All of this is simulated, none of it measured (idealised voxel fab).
Process module under the name voxel wiring stack
Square cells of 5 nm make up the cross-section cut, whose width is 290 nm.
Cross-section, as written here: a square-cell grid given band by band from the top down, where a band holds one or more rows of cells.
In this notation a band is specified by the heights of its top and bottom, in that order and in nm, after which its materials appear from left to right, each paired with its width in nm. The word "everywhere" attached to a single material means that material fills the band from edge to edge; the word "blank" stands for empty space.
Heights are reckoned from 0. Under this level, the received wafer is all of one material. The bottommost band is open-ended downward, for example "z 0 and below".
The width entry "30->40" should be interpreted row by row: the top row of cells in the band takes the first number, the bottom row takes the second number, and the change between adjacent rows is uniform throughout.
"same as before" (step): cross-section cells unchanged, all of them.
"Closed voids list" - sealed voids, min. 8 cells, no opening to top; format: width x height at distance (distance from left edge; nm throughout).
Heads up: the bit after the settings on a step's line is the simulator's remark on that step.
On any step carrying a mask, the "overlay nm" setting, if present on the step's line, tells how far right of its planned place the mask lay; negative values point to the left.

Process steps foreseen in the plan
1 op RECEIVE | material Si
2 op CONFORMAL_DEP | material SiO2 | thk nm 15
3 op DIRECTIONAL_DEP | material TiN | thk nm 5
4 op DIRECTIONAL_DEP | material Ru | thk nm 25
5 op PATTERN | tone cover | mask id METAL_1 | material resist | width nm 30 | pitch nm 50 | thk nm 20 | overlay nm 0
6 op DIRECTIONAL_ETCH | etch materials Ru | depth nm 25
7 op DIRECTIONAL_ETCH | etch materials TiN | depth nm 5
8 op STRIP | etch materials resist
9 op FILL_DEP | material lowk | thk nm 10
10 op CMP | height nm 45
11 op CONFORMAL_DEP | material SiCN | thk nm 5
12 op DIRECTIONAL_DEP | material lowk | thk nm 20
13 op MASKED_ETCH | tone open | mask id PLUG_1 | width nm 15 | pitch nm 50 | etch materials lowk | depth nm 20 | overlay nm 0
14 op MASKED_ETCH | tone open | mask id PLUG_1 | width nm 15 | pitch nm 50 | etch materials SiCN | depth nm 5 | overlay nm 0
15 op CONFORMAL_DEP | material TiN | thk nm 5
16 op FILL_DEP | material Cu | thk nm 5
17 op CMP | height nm 70
18 op DIRECTIONAL_DEP | material TiN | thk nm 5
19 op DIRECTIONAL_DEP | material Ru | thk nm 15
20 op DIRECTIONAL_DEP | material aC | thk nm 15
21 op PATTERN | tone cover | mask id METAL_2 | material resist | width nm 30 | pitch nm 50 | thk nm 30 | overlay nm 0
22 op DIRECTIONAL_ETCH | etch materials aC | depth nm 15
23 op STRIP | etch materials resist
24 op DIRECTIONAL_ETCH | etch materials Ru | depth nm 15
25 op DIRECTIONAL_ETCH | etch materials TiN | depth nm 5
26 op STRIP | etch materials aC
27 op CONFORMAL_DEP | material SiCN | thk nm 5
28 op FILL_DEP | material lowk | thk nm 10
29 op CMP | height nm 90
30 op CONFORMAL_DEP | material SiN | thk nm 5

First of two wafers, with the run carried out as planned

As received (post step 1): cross-section
    z 0 and below | Si everywhere
    Closed voids list: none

Wafer section view after processing step 2
    z 15 to 0 | SiO2 everywhere
    Below 0, the layers are the same as they were.

Wafer section view after processing step 3
    z 20 to 15 | TiN everywhere
    Below 15, the layers are the same as they were.

Wafer section view after processing step 4
    z 45 to 20 | Ru everywhere
    Below 20, the layers are the same as they were.

Wafer section view after processing step 5
    z 65 to 45 | blank (105)  resist (30)  blank (20)  resist (30)  blank (105)
    Below 45, the layers are the same as they were.

Wafer section view after processing step 6
    z 65 to 45 | blank (105)  resist (30)  blank (20)  resist (30)  blank (105)
    z 45 to 20 | blank (105)  Ru (30)  blank (20)  Ru (30)  blank (105)
    Below 20, the layers are the same as they were.

Wafer section view after processing step 7
    z 65 to 45 | blank (105)  resist (30)  blank (20)  resist (30)  blank (105)
    z 45 to 20 | blank (105)  Ru (30)  blank (20)  Ru (30)  blank (105)
    z 20 to 15 | blank (105)  TiN (30)  blank (20)  TiN (30)  blank (105)
    Below 15, the layers are the same as they were.

Wafer section view after processing step 8
    z 45 to 20 | blank (105)  Ru (30)  blank (20)  Ru (30)  blank (105)
    Below 20, the layers are the same as they were.

Wafer section view after processing step 9
    z 55 to 45 | lowk everywhere
    z 45 to 20 | lowk (105)  Ru (30)  lowk (20)  Ru (30)  lowk (105)
    z 20 to 15 | lowk (105)  TiN (30)  lowk (20)  TiN (30)  lowk (105)
    Below 15, the layers are the same as they were.

Wafer section view after processing step 10
    z 45 to 20 | lowk (105)  Ru (30)  lowk (20)  Ru (30)  lowk (105)
    Below 20, the layers are the same as they were.

Wafer section view after processing step 11
    z 50 to 45 | SiCN everywhere
    Below 45, the layers are the same as they were.

Wafer section view after processing step 12
    z 70 to 50 | lowk everywhere
    Below 50, the layers are the same as they were.

Wafer section view after processing step 13
    z 70 to 50 | lowk (105)  blank (15)  lowk (35)  blank (15)  lowk (120)
    Below 50, the layers are the same as they were.

Wafer section view after processing step 14
    z 70 to 50 | lowk (105)  blank (15)  lowk (35)  blank (15)  lowk (120)
    z 50 to 45 | SiCN (105)  blank (15)  SiCN (35)  blank (15)  SiCN (120)
    Below 45, the layers are the same as they were.

Wafer section view after processing step 15
    z 75 to 70 | TiN (110)  blank (5)  TiN (45)  blank (5)  TiN (125)
    z 70 to 50 | lowk (105)  TiN (5)  blank (5)  TiN (5)  lowk (35)  TiN (5)  blank (5)  TiN (5)  lowk (120)
    z 50 to 45 | SiCN (105)  TiN (15)  SiCN (35)  TiN (15)  SiCN (120)
    Below 45, the layers are the same as they were.

Wafer section view after processing step 16
    z 80 to 75 | Cu everywhere
    z 75 to 70 | TiN (110)  Cu (5)  TiN (45)  Cu (5)  TiN (125)
    z 70 to 50 | lowk (105)  TiN (5)  Cu (5)  TiN (5)  lowk (35)  TiN (5)  Cu (5)  TiN (5)  lowk (120)
    Below 50, the layers are the same as they were.

Wafer section view after processing step 17
    z 70 to 50 | lowk (105)  TiN (5)  Cu (5)  TiN (5)  lowk (35)  TiN (5)  Cu (5)  TiN (5)  lowk (120)
    Below 50, the layers are the same as they were.

Wafer section view after processing step 18
    z 75 to 70 | TiN everywhere
    Below 70, the layers are the same as they were.

Wafer section view after processing step 19
    z 90 to 75 | Ru everywhere
    Below 75, the layers are the same as they were.

Wafer section view after processing step 20
    z 105 to 90 | aC everywhere
    Below 90, the layers are the same as they were.

Wafer section view after processing step 21
    z 135 to 105 | blank (105)  resist (30)  blank (20)  resist (30)  blank (105)
    Below 105, the layers are the same as they were.

Wafer section view after processing step 22
    z 120 to 105 | blank (105)  resist (30)  blank (20)  resist (30)  blank (105)
    z 105 to 90 | blank (105)  aC (30)  blank (20)  aC (30)  blank (105)
    Below 90, the layers are the same as they were.

Wafer section view after processing step 23
    z 105 to 90 | blank (105)  aC (30)  blank (20)  aC (30)  blank (105)
    Below 90, the layers are the same as they were.

Wafer section view after processing step 24
    z 105 to 90 | blank (105)  aC (30)  blank (20)  aC (30)  blank (105)
    z 90 to 75 | blank (105)  Ru (30)  blank (20)  Ru (30)  blank (105)
    Below 75, the layers are the same as they were.

Wafer section view after processing step 25
    z 105 to 90 | blank (105)  aC (30)  blank (20)  aC (30)  blank (105)
    z 90 to 75 | blank (105)  Ru (30)  blank (20)  Ru (30)  blank (105)
    z 75 to 70 | blank (105)  TiN (30)  blank (20)  TiN (30)  blank (105)
    Below 70, the layers are the same as they were.

Wafer section view after processing step 26
    z 90 to 75 | blank (105)  Ru (30)  blank (20)  Ru (30)  blank (105)
    Below 75, the layers are the same as they were.

Wafer section view after processing step 27
    z 95 to 90 | blank (100)  SiCN (40)  blank (10)  SiCN (40)  blank (100)
    z 90 to 75 | blank (100)  SiCN (5)  Ru (30)  SiCN (5)  blank (10)  SiCN (5)  Ru (30)  SiCN (5)  blank (100)
    z 75 to 70 | SiCN (105)  TiN (30)  SiCN (20)  TiN (30)  SiCN (105)
    Below 70, the layers are the same as they were.

Wafer section view after processing step 28
    z 105 to 95 | lowk everywhere
    z 95 to 90 | lowk (100)  SiCN (40)  lowk (10)  SiCN (40)  lowk (100)
    z 90 to 75 | lowk (100)  SiCN (5)  Ru (30)  SiCN (5)  lowk (10)  SiCN (5)  Ru (30)  SiCN (5)  lowk (100)
    Below 75, the layers are the same as they were.

Wafer section view after processing step 29
    z 90 to 75 | lowk (100)  SiCN (5)  Ru (30)  SiCN (5)  lowk (10)  SiCN (5)  Ru (30)  SiCN (5)  lowk (100)
    Below 75, the layers are the same as they were.

Wafer section view after processing step 30
    z 95 to 90 | SiN everywhere
    Below 90, the layers are the same as they were.

Second wafer. Start and plan as for the first. One mistake made in running. Agrees with the first up to and including step 1

Second wafer shown in cross-section at the time step 2 was slated to end
    z 15 to 0 | Ru everywhere
    Below 0, the layers are the same as they were.

Second wafer shown in cross-section at the time step 3 was slated to end
    z 20 to 15 | TiN everywhere
    Below 15, the layers are the same as they were.

Second wafer shown in cross-section at the time step 4 was slated to end
    z 45 to 20 | Ru everywhere
    Below 20, the layers are the same as they were.

Second wafer shown in cross-section at the time step 5 was slated to end
    z 65 to 45 | blank (105)  resist (30)  blank (20)  resist (30)  blank (105)
    Below 45, the layers are the same as they were.

Second wafer shown in cross-section at the time step 6 was slated to end
    z 65 to 45 | blank (105)  resist (30)  blank (20)  resist (30)  blank (105)
    z 45 to 20 | blank (105)  Ru (30)  blank (20)  Ru (30)  blank (105)
    Below 20, the layers are the same as they were.

Second wafer shown in cross-section at the time step 7 was slated to end
    z 65 to 45 | blank (105)  resist (30)  blank (20)  resist (30)  blank (105)
    z 45 to 20 | blank (105)  Ru (30)  blank (20)  Ru (30)  blank (105)
    z 20 to 15 | blank (105)  TiN (30)  blank (20)  TiN (30)  blank (105)
    Below 15, the layers are the same as they were.

Second wafer shown in cross-section at the time step 8 was slated to end
    z 45 to 20 | blank (105)  Ru (30)  blank (20)  Ru (30)  blank (105)
    Below 20, the layers are the same as they were.

Second wafer shown in cross-section at the time step 9 was slated to end
    z 55 to 45 | lowk everywhere
    z 45 to 20 | lowk (105)  Ru (30)  lowk (20)  Ru (30)  lowk (105)
    z 20 to 15 | lowk (105)  TiN (30)  lowk (20)  TiN (30)  lowk (105)
    Below 15, the layers are the same as they were.

Second wafer shown in cross-section at the time step 10 was slated to end
    z 45 to 20 | lowk (105)  Ru (30)  lowk (20)  Ru (30)  lowk (105)
    Below 20, the layers are the same as they were.

Second wafer shown in cross-section at the time step 11 was slated to end
    z 50 to 45 | SiCN everywhere
    Below 45, the layers are the same as they were.

Second wafer shown in cross-section at the time step 12 was slated to end
    z 70 to 50 | lowk everywhere
    Below 50, the layers are the same as they were.

Second wafer shown in cross-section at the time step 13 was slated to end
    z 70 to 50 | lowk (105)  blank (15)  lowk (35)  blank (15)  lowk (120)
    Below 50, the layers are the same as they were.

Second wafer shown in cross-section at the time step 14 was slated to end
    z 70 to 50 | lowk (105)  blank (15)  lowk (35)  blank (15)  lowk (120)
    z 50 to 45 | SiCN (105)  blank (15)  SiCN (35)  blank (15)  SiCN (120)
    Below 45, the layers are the same as they were.

Second wafer shown in cross-section at the time step 15 was slated to end
    z 75 to 70 | TiN (110)  blank (5)  TiN (45)  blank (5)  TiN (125)
    z 70 to 50 | lowk (105)  TiN (5)  blank (5)  TiN (5)  lowk (35)  TiN (5)  blank (5)  TiN (5)  lowk (120)
    z 50 to 45 | SiCN (105)  TiN (15)  SiCN (35)  TiN (15)  SiCN (120)
    Below 45, the layers are the same as they were.

Second wafer shown in cross-section at the time step 16 was slated to end
    z 80 to 75 | Cu everywhere
    z 75 to 70 | TiN (110)  Cu (5)  TiN (45)  Cu (5)  TiN (125)
    z 70 to 50 | lowk (105)  TiN (5)  Cu (5)  TiN (5)  lowk (35)  TiN (5)  Cu (5)  TiN (5)  lowk (120)
    Below 50, the layers are the same as they were.

Second wafer shown in cross-section at the time step 17 was slated to end
    z 70 to 50 | lowk (105)  TiN (5)  Cu (5)  TiN (5)  lowk (35)  TiN (5)  Cu (5)  TiN (5)  lowk (120)
    Below 50, the layers are the same as they were.

Second wafer shown in cross-section at the time step 18 was slated to end
    z 75 to 70 | TiN everywhere
    Below 70, the layers are the same as they were.

Second wafer shown in cross-section at the time step 19 was slated to end
    z 90 to 75 | Ru everywhere
    Below 75, the layers are the same as they were.

Second wafer shown in cross-section at the time step 20 was slated to end
    z 105 to 90 | aC everywhere
    Below 90, the layers are the same as they were.

Second wafer shown in cross-section at the time step 21 was slated to end
    z 135 to 105 | blank (105)  resist (30)  blank (20)  resist (30)  blank (105)
    Below 105, the layers are the same as they were.

Second wafer shown in cross-section at the time step 22 was slated to end
    z 120 to 105 | blank (105)  resist (30)  blank (20)  resist (30)  blank (105)
    z 105 to 90 | blank (105)  aC (30)  blank (20)  aC (30)  blank (105)
    Below 90, the layers are the same as they were.

Second wafer shown in cross-section at the time step 23 was slated to end
    z 105 to 90 | blank (105)  aC (30)  blank (20)  aC (30)  blank (105)
    Below 90, the layers are the same as they were.

Second wafer shown in cross-section at the time step 24 was slated to end
    z 105 to 90 | blank (105)  aC (30)  blank (20)  aC (30)  blank (105)
    z 90 to 75 | blank (105)  Ru (30)  blank (20)  Ru (30)  blank (105)
    Below 75, the layers are the same as they were.

Second wafer shown in cross-section at the time step 25 was slated to end
    z 105 to 90 | blank (105)  aC (30)  blank (20)  aC (30)  blank (105)
    z 90 to 75 | blank (105)  Ru (30)  blank (20)  Ru (30)  blank (105)
    z 75 to 70 | blank (105)  TiN (30)  blank (20)  TiN (30)  blank (105)
    Below 70, the layers are the same as they were.

Second wafer shown in cross-section at the time step 26 was slated to end
    z 90 to 75 | blank (105)  Ru (30)  blank (20)  Ru (30)  blank (105)
    Below 75, the layers are the same as they were.

Second wafer shown in cross-section at the time step 27 was slated to end
    z 95 to 90 | blank (100)  SiCN (40)  blank (10)  SiCN (40)  blank (100)
    z 90 to 75 | blank (100)  SiCN (5)  Ru (30)  SiCN (5)  blank (10)  SiCN (5)  Ru (30)  SiCN (5)  blank (100)
    z 75 to 70 | SiCN (105)  TiN (30)  SiCN (20)  TiN (30)  SiCN (105)
    Below 70, the layers are the same as they were.

Second wafer shown in cross-section at the time step 28 was slated to end
    z 105 to 95 | lowk everywhere
    z 95 to 90 | lowk (100)  SiCN (40)  lowk (10)  SiCN (40)  lowk (100)
    z 90 to 75 | lowk (100)  SiCN (5)  Ru (30)  SiCN (5)  lowk (10)  SiCN (5)  Ru (30)  SiCN (5)  lowk (100)
    Below 75, the layers are the same as they were.

Second wafer shown in cross-section at the time step 29 was slated to end
    z 90 to 75 | lowk (100)  SiCN (5)  Ru (30)  SiCN (5)  lowk (10)  SiCN (5)  Ru (30)  SiCN (5)  lowk (100)
    Below 75, the layers are the same as they were.

Second wafer shown in cross-section at the time step 30 was slated to end
    z 95 to 90 | SiN everywhere
    Below 90, the layers are the same as they were.
Processing error: heads up, step 2 didn't go per plan, it actually ran as op CONFORMAL_DEP | material Ru | thk nm 15
It is noted that, at the conclusion of processing, the second wafer exhibits a higher or lower cell count for certain materials relative to the first: 174 more of Ru; 174 fewer of SiO2
